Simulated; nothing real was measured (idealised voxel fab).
Process module in this document: voxel tone inversion
The width of the displayed cross-section, cut, is 230 nm; its cells are square, with a size of 5 nm.
In what follows, cross-sections appear as grids of square cells, described through bands that run from the top down, where every band is one or more rows of cells.
Top height, bottom height, nm. Materials left to right, width each, nm. Single material + "full width" = fills band edge to edge. "blank" = empty.
The level at which height equals 0 is the one under which the wafer, as it arrives, is entirely one material. No lower edge exists for the bottom band, which continues downward and is notated as in "0 nm and below".
Think of "30..40" as a width that walks from the first number to the second as you go down the band, top row to bottom row, taking equal-sized steps from row to row.
It should be understood that the words "no change occurred", when stated for a given step, signify that the cross-section underwent no change in any of its cells during that step.
Under "Unvented voids" you'll find the enclosed gaps, the ones with no way out to the top, that are 8 cells or bigger; each reads width x height at distance, with distance counted from the left edge, everything in nm.
Where a step's line continues beyond its settings, the continuation is a remark by the simulator itself on that step.
overlay nm: mask right of planned place by this much (step with mask). Neg. = left.

plan:
1. RECEIVE [material Si]
2. CONFORMAL_DEP [material SiN] [thk nm 5]
3. DIRECTIONAL_DEP [material aC] [thk nm 15]
4. PATTERN [tone cover] [mask id POSTS] [material resist] [width nm 25] [pitch nm 40] [thk nm 20] [overlay nm 0]
5. DIRECTIONAL_ETCH [etch materials aC] [depth nm 15]
6. STRIP [etch materials resist]
7. FILL_DEP [material lowk] [thk nm 10]
8. CMP [height nm 20]
9. STRIP [etch materials aC]
10. CONFORMAL_DEP [material TiN] [thk nm 5]
11. FILL_DEP [material Ru] [thk nm 5]
12. CMP [height nm 20]
13. CONFORMAL_DEP [material SiN] [thk nm 5]

Cross-section of the wafer upon arrival, representing the state reached after step 1:
	0 nm and below: Si full width
	Unvented voids: none

Below is the wafer in cross-section after the module was completed. It began from the starting point shown above and followed the plan shown above, except that one mistake was made while running it:
	25 nm to 20 nm: SiN full width
	20 nm to 10 nm: lowk: 70 / TiN: 5 / Ru: 15 / TiN: 5 / lowk: 15 / TiN: 5 / Ru: 15 / TiN: 5 / lowk: 95
	10 nm to 5 nm: lowk: 70 / TiN: 25 / lowk: 15 / TiN: 25 / lowk: 95
	5 nm to 0 nm: SiN full width
	0 nm and below: Si full width
	Unvented voids: none
What broke from the plan during processing? rather than as planned, step 4 actually ran as PATTERN [tone cover] [mask id POSTS] [material resist] [width nm 25] [pitch nm 40] [thk nm 20] [overlay nm -10]
